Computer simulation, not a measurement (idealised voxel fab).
Process module in this document: voxel tone inversion
Shown is cross-section cut, with a width of 245 nm and square cells of size 5 nm.
Cross-section layout: square cells on a grid; listed as bands, top to bottom; a band spans one or more cell rows.
Each band's line starts with the height of the band's top and of its bottom, in nm. Then come its materials from left to right, each with its width in nm. One material with "edge to edge" fills the band from edge to edge. "air" is empty space.
Heights from 0 (as-received wafer is one material below). Bottom band endless downward, as "0..down".
The notation "30 to 40" denotes a width that varies across the rows of cells in the band, beginning at the first number in the top row, finishing at the second number in the bottom row, and changing by an identical amount from each row to the next.
"identical to before" (step): cross-section cells unchanged, all of them.
You'll see "Sealed cavities" listing empty spaces that have no way open to the top, as long as they're 8 cells or more; the notation is width x height at distance, where the distance is from the left edge, and all of it is in nm.
Whatever follows a step's settings on its line is a remark the simulator itself makes about that step.
"overlay nm", when on a step's line for a step with a mask, measures how far to the right of its planned place the mask lay; a negative measure means to the left.

# List of planned process steps
1,RECEIVE (material Si)
2,CONFORMAL_DEP (material SiN; thk nm 5)
3,DIRECTIONAL_DEP (material polySi; thk nm 15)
4,PATTERN (tone cover; mask id POSTS; material resist; width nm 20; pitch nm 40; thk nm 20; overlay nm 0)
5,DIRECTIONAL_ETCH (etch materials polySi; depth nm 15)
6,STRIP (etch materials resist)
7,FILL_DEP (material SiO2; thk nm 5)
8,CMP (height nm 20)
9,STRIP (etch materials polySi)

# first wafer, as planned

# As-received state of the wafer in cross-section, equivalent to post-step 1
* 0..down | Si edge to edge
* Sealed cavities: none

# Cross-sectional representation of the wafer at the conclusion of step 2
* 5..0 | SiN edge to edge
* below 0: unchanged

# Cross-sectional representation of the wafer at the conclusion of step 3
* 20..5 | polySi edge to edge
* below 5: unchanged

# Cross-sectional representation of the wafer at the conclusion of step 4
* 40..20 | air: 50; resist: 20; air: 20; resist: 20; air: 20; resist: 20; air: 20; resist: 20; air: 55
* below 20: unchanged

# Cross-sectional representation of the wafer at the conclusion of step 5
* 40..20 | air: 50; resist: 20; air: 20; resist: 20; air: 20; resist: 20; air: 20; resist: 20; air: 55
* 20..5 | air: 50; polySi: 20; air: 20; polySi: 20; air: 20; polySi: 20; air: 20; polySi: 20; air: 55
* below 5: unchanged

# Cross-sectional representation of the wafer at the conclusion of step 6
* 20..5 | air: 50; polySi: 20; air: 20; polySi: 20; air: 20; polySi: 20; air: 20; polySi: 20; air: 55
* below 5: unchanged

# Cross-sectional representation of the wafer at the conclusion of step 7
* 25..20 | SiO2 edge to edge
* 20..5 | SiO2: 50; polySi: 20; SiO2: 20; polySi: 20; SiO2: 20; polySi: 20; SiO2: 20; polySi: 20; SiO2: 55
* below 5: unchanged

# Cross-sectional representation of the wafer at the conclusion of step 8
* 20..5 | SiO2: 50; polySi: 20; SiO2: 20; polySi: 20; SiO2: 20; polySi: 20; SiO2: 20; polySi: 20; SiO2: 55
* below 5: unchanged

# Cross-sectional representation of the wafer at the conclusion of step 9
* 20..5 | SiO2: 50; air: 20; SiO2: 20; air: 20; SiO2: 20; air: 20; SiO2: 20; air: 20; SiO2: 55
* below 5: unchanged

# Companion wafer, the second of two: same beginning, same intended sequence, one mistake in carrying it out; through step 3 inclusive it tracks the first exactly

# Second wafer cross-section, taken as of the time the plan sets for step 4 to be done
* 40..20 | air: 50; resist: 25; air: 15; resist: 25; air: 15; resist: 25; air: 15; resist: 25; air: 50
* below 20: unchanged

# Second wafer cross-section, taken as of the time the plan sets for step 5 to be done
* 40..20 | air: 50; resist: 25; air: 15; resist: 25; air: 15; resist: 25; air: 15; resist: 25; air: 50
* 20..5 | air: 50; polySi: 25; air: 15; polySi: 25; air: 15; polySi: 25; air: 15; polySi: 25; air: 50
* below 5: unchanged

# Second wafer cross-section, taken as of the time the plan sets for step 6 to be done
* 20..5 | air: 50; polySi: 25; air: 15; polySi: 25; air: 15; polySi: 25; air: 15; polySi: 25; air: 50
* below 5: unchanged

# Second wafer cross-section, taken as of the time the plan sets for step 7 to be done
* 25..20 | SiO2 edge to edge
* 20..5 | SiO2: 50; polySi: 25; SiO2: 15; polySi: 25; SiO2: 15; polySi: 25; SiO2: 15; polySi: 25; SiO2: 50
* below 5: unchanged

# Second wafer cross-section, taken as of the time the plan sets for step 8 to be done
* 20..5 | SiO2: 50; polySi: 25; SiO2: 15; polySi: 25; SiO2: 15; polySi: 25; SiO2: 15; polySi: 25; SiO2: 50
* below 5: unchanged

# Second wafer cross-section, taken as of the time the plan sets for step 9 to be done
* 20..5 | SiO2: 50; air: 25; SiO2: 15; air: 25; SiO2: 15; air: 25; SiO2: 15; air: 25; SiO2: 50
* below 5: unchanged
The mistake made against the process plan was this: step 4 ran differently from the plan; actual operation with settings: PATTERN (tone cover; mask id POSTS; material resist; width nm 25; pitch nm 40; thk nm 20; overlay nm 0)
Counted in cells at the end, the second wafer holds more or fewer of these materials than the first: SiO2: 12 fewer
